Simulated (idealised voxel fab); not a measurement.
Herein follows the process module entitled voxel self aligned vias.
Shown is cross-section cut, with a width of 250 nm and square cells of size 5 nm.
How to read a cross-section here: the picture is a grid of square cells, written as bands going from the top down, and any band can span one or more rows of cells. The entry gives the band's vertical extent as a top height and a bottom height in nm, then its horizontal make-up as materials from left to right, each with a width in nm. "blank" stands for empty space; a single material marked "edge to edge" fills the band edge to edge. Heights are reckoned from 0. Under this level, the received wafer is all of one material. The bottommost band is open-ended downward, for example "top 0, no bottom". Graded width ("30..40"): value in top row of band = first number; value in bottom row = second number; row-to-row change constant. The cross-section has no changed cell in any step marked "no change occurred". Each empty space that has no open way to the top and spans at least 8 cells appears under "Fully enclosed voids" as width x height at distance, the distance counted from the left edge, all in nm. Past the settings on a step's line: simulator remark, on that step. Steps that use a mask can have "overlay nm" on their line. It says how far the mask sat to the right of where it was meant to be. Negative means to the left.

[Listed below are the process steps as planned]
1,RECEIVE [material Si]
2,CONFORMAL_DEP [material SiO2] [thk nm 10]
3,CONFORMAL_DEP [material SiCN] [thk nm 5]
4,DIRECTIONAL_DEP [material lowk] [thk nm 30]
5,DIRECTIONAL_DEP [material aC] [thk nm 10]
6,PATTERN [tone open] [mask id LINES] [material resist] [width nm 20] [pitch nm 70] [thk nm 25] [overlay nm 0]
7,DIRECTIONAL_ETCH [etch materials aC] [depth nm 10]
8,STRIP [etch materials resist]
9,DIRECTIONAL_ETCH [etch materials lowk] [depth nm 30]
10,STRIP [etch materials aC]
11,CONFORMAL_DEP [material TiN] [thk nm 5]
12,FILL_DEP [material Ru] [thk nm 10]
13,CMP [height nm 45]
14,SELECTIVE_ETCH [etch materials W Ru TiN] [depth nm 10]
15,FILL_DEP [material SiN] [thk nm 10]
16,CMP [height nm 45]
17,DIRECTIONAL_DEP [material lowk] [thk nm 15]
18,DIRECTIONAL_DEP [material aC] [thk nm 10]
19,PATTERN [tone open] [mask id VIAS] [material resist] [width nm 40] [pitch nm 70] [thk nm 25] [overlay nm 0]
20,DIRECTIONAL_ETCH [etch materials aC] [depth nm 10]
21,STRIP [etch materials resist]
22,DIRECTIONAL_ETCH [etch materials lowk] [depth nm 15]
23,DIRECTIONAL_ETCH [etch materials SiN] [depth nm 10]
24,STRIP [etch materials aC]
25,CONFORMAL_DEP [material TiN] [thk nm 5]
26,FILL_DEP [material Ru] [thk nm 5]
27,CMP [height nm 60]
28,CONFORMAL_DEP [material SiCN] [thk nm 5]

[Incoming wafer in cross-section (state: after step 1)]
    top 0, no bottom: Si edge to edge
    Fully enclosed voids: none

[End state of the module in cross-section, given the above starting point and plan and one mistake in execution]
    top 65, bottom 60: SiCN edge to edge
    top 60, bottom 40: lowk: 70, TiN: 5, Ru: 30, TiN: 5, lowk: 30, TiN: 5, Ru: 30, TiN: 5, lowk: 70
    top 40, bottom 35: lowk: 70, TiN: 40, lowk: 30, TiN: 40, lowk: 70
    top 35, bottom 30: lowk: 70, TiN: 15, Ru: 10, TiN: 15, lowk: 30, TiN: 15, Ru: 10, TiN: 15, lowk: 70
    top 30, bottom 20: lowk: 80, TiN: 5, Ru: 10, TiN: 5, lowk: 50, TiN: 5, Ru: 10, TiN: 5, lowk: 80
    top 20, bottom 15: lowk: 80, TiN: 20, lowk: 50, TiN: 20, lowk: 80
    top 15, bottom 10: SiCN edge to edge
    top 10, bottom 0: SiO2 edge to edge
    top 0, no bottom: Si edge to edge
    Fully enclosed voids: none
It is concluded that the wafer was processed incorrectly with respect to the plan, in that it should be noted that step 22 of the plan was executed twice
